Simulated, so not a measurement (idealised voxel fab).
Process module in this document: voxel trench capacitor
Pictured: cross-section cut, 210 nm wide, on a grid of 5 nm square cells.
Cross-section layout: square cells on a grid; listed as bands, top to bottom; a band spans one or more cell rows.
For a band, the entry starts with two heights in nm, that of the top and then that of the bottom, and carries on with the band's materials in order from left to right, each alongside its width in nm; the word "edge to edge" beside a single material means it fills the band edge to edge, and "empty" means empty space.
Heads up on the height convention: 0 is the point under which the incoming wafer is all one material, and the lowest band has no bottom, it just keeps going down, like "0 down".
It should be noted that a width expressed as "30..40" varies in equal increments from row to row of cells within the band, taking the value of the first number at the top row and that of the second number at the bottom row.
It should be understood that the words "all unchanged", when stated for a given step, signify that the cross-section underwent no change in any of its cells during that step.
Closed-off voids of 8+ cells (no open route to the top) go in "Closed voids list", written width x height at distance from the left edge, in nm.
Where a step's line continues beyond its settings, the continuation is a remark by the simulator itself on that step.
overlay nm: step with mask; distance mask lay right of planned place; negative value = left of planned place.
[Here's what the planned process steps look like]
step 1: op RECEIVE | material Si
step 2: op CONFORMAL_DEP | material SiN | thk nm 10
step 3: op DIRECTIONAL_DEP | material aC | thk nm 10
step 4: op PATTERN | tone open | mask id TRENCH | material resist | width nm 25 | pitch nm 50 | thk nm 25 | overlay nm 0
step 5: op DIRECTIONAL_ETCH | etch materials aC | depth nm 10
step 6: op STRIP | etch materials resist
step 7: op DIRECTIONAL_ETCH | etch materials SiN | depth nm 5
step 8: op DIRECTIONAL_ETCH | etch materials Si | depth nm 30
step 9: op STRIP | etch materials aC
step 10: op CONFORMAL_DEP | material SiO2 | thk nm 5
step 11: op FILL_DEP | material polySi | thk nm 5
step 12: op CMP | height nm 10
Across this set of wafers, the varied parameter is the depth nm of step 7. Starting conditions are identical for every wafer, and the plan reports the value assigned to the first wafer.
[The first of several wafers in cross-section, exactly as it reached us after step 1]
> 0 down: Si edge to edge
> Closed voids list: none
[Below is a per-wafer table. In it, each row describes the wafer at the end of the module by giving, for each material, the number of cells gained (+) or lost (-) since the wafer was received, and after that the closed voids of the wafer]
depth nm 5 | +64 SiN | +20 SiO2 | Closed voids list: none
depth nm 10 | -120 Si | +44 SiN | +76 SiO2 | +84 polySi | Closed voids list: none
depth nm 15 | -120 Si | +44 SiN | +76 SiO2 | +84 polySi | Closed voids list: none
depth nm 20 | -120 Si | +44 SiN | +76 SiO2 | +84 polySi | Closed voids list: none
depth nm 25 | -120 Si | +44 SiN | +76 SiO2 | +84 polySi | Closed voids list: none
